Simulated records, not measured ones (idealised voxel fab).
Name of the process module below: voxel wiring stack
Xsec cut, 255 nm wide, square cell size 5 nm.
Cross-section spec: square-cell grid; bands listed top down; each band is one or more rows.
Within each band entry, the heights of the top and of the bottom of the band appear first, in that order and in nm; the materials of the band then follow from left to right, each with its corresponding width in nm. The designation "all across" on a single material indicates that it fills the band from edge to edge; the designation "blank" indicates empty space.
Measure heights from 0. That's the level where, below it, the as-received wafer is all one material. The lowest band is bottomless and extends downward; write it as in "0 down".
Width "30->40": first value at the band's top row of cells, second value at its bottom row, equal change from row to row.
"remained unchanged" (step): cross-section cells unchanged, all of them.
"Closed void register": empty spaces of 8 cells or more with no open way to the top, each given as width x height at distance, distance from the left edge, all in nm.
Text after the settings on a step's line: the simulator's own remark on that step.
overlay nm: on a step with a mask, how far right of its planned place the mask lay; negative means left.

The process steps that were planned are listed below:
1 op RECEIVE | material Si
2 op CONFORMAL_DEP | material SiO2 | thk nm 15
3 op CONFORMAL_DEP | material SiN | thk nm 5
4 op DIRECTIONAL_DEP | material lowk | thk nm 15
5 op DIRECTIONAL_DEP | material aC | thk nm 10
6 op PATTERN | tone open | mask id METAL_1 | material resist | width nm 20 | pitch nm 35 | thk nm 25 | overlay nm 0
7 op DIRECTIONAL_ETCH | etch materials aC | depth nm 10
8 op STRIP | etch materials resist
9 op DIRECTIONAL_ETCH | etch materials lowk | depth nm 15
10 op DIRECTIONAL_ETCH | etch materials SiN | depth nm 5
11 op STRIP | etch materials aC
12 op CONFORMAL_DEP | material TiN | thk nm 5
13 op FILL_DEP | material Cu | thk nm 10
14 op CMP | height nm 35
15 op CONFORMAL_DEP | material SiCN | thk nm 5
16 op DIRECTIONAL_DEP | material lowk | thk nm 30
17 op PATTERN | tone open | mask id METAL_2_HOLES | material resist | width nm 15 | pitch nm 70 | thk nm 15 | overlay nm 0
18 op DIRECTIONAL_ETCH | etch materials lowk | depth nm 30
19 op STRIP | etch materials resist
20 op MASKED_ETCH | tone open | mask id METAL_2 | width nm 20 | pitch nm 35 | etch materials lowk | depth nm 20 | overlay nm 0
21 op MASKED_ETCH | tone open | mask id METAL_2 | width nm 20 | pitch nm 35 | etch materials SiCN | depth nm 5 | overlay nm 0
22 op CONFORMAL_DEP | material TiN | thk nm 5
23 op FILL_DEP | material Cu | thk nm 5
24 op CMP | height nm 70
25 op CONFORMAL_DEP | material SiN | thk nm 5

Shown in cross-section is the wafer as received, that is, as it stands after step 1:
> 0 down | Si all across
> Closed void register: none

The plan above was carried out on the starting structure above with one mistake, and this cross-section shows the wafer at the end of the module:
> 75 to 70 | SiN all across
> 70 to 55 | lowk 65 / TiN 5 / Cu 10 / TiN 5 / lowk 15 / TiN 5 / Cu 10 / TiN 5 / lowk 15 / TiN 5 / Cu 10 / TiN 5 / lowk 15 / TiN 5 / Cu 10 / TiN 5 / lowk 65
> 55 to 50 | lowk 65 / TiN 5 / Cu 5 / TiN 10 / lowk 15 / TiN 20 / lowk 15 / TiN 5 / Cu 5 / TiN 10 / lowk 15 / TiN 20 / lowk 65
> 50 to 40 | lowk 65 / TiN 5 / Cu 5 / TiN 5 / lowk 55 / TiN 5 / Cu 5 / TiN 5 / lowk 105
> 40 to 35 | SiCN 65 / TiN 15 / SiCN 55 / TiN 15 / SiCN 105
> 35 to 20 | Cu 60 / TiN 5 / lowk 20 / TiN 5 / Cu 5 / TiN 5 / lowk 20 / TiN 5 / Cu 5 / TiN 5 / lowk 20 / TiN 5 / Cu 5 / TiN 5 / lowk 20 / TiN 5 / Cu 60
> 20 to 15 | TiN 65 / SiN 20 / TiN 15 / SiN 20 / TiN 15 / SiN 20 / TiN 15 / SiN 20 / TiN 65
> 15 to 0 | SiO2 all across
> 0 down | Si all across
> Closed void register: none
What was the processing mistake? contrary to plan, step 6 was performed as op PATTERN | tone cover | mask id METAL_1 | material resist | width nm 20 | pitch nm 35 | thk nm 25 | overlay nm 0
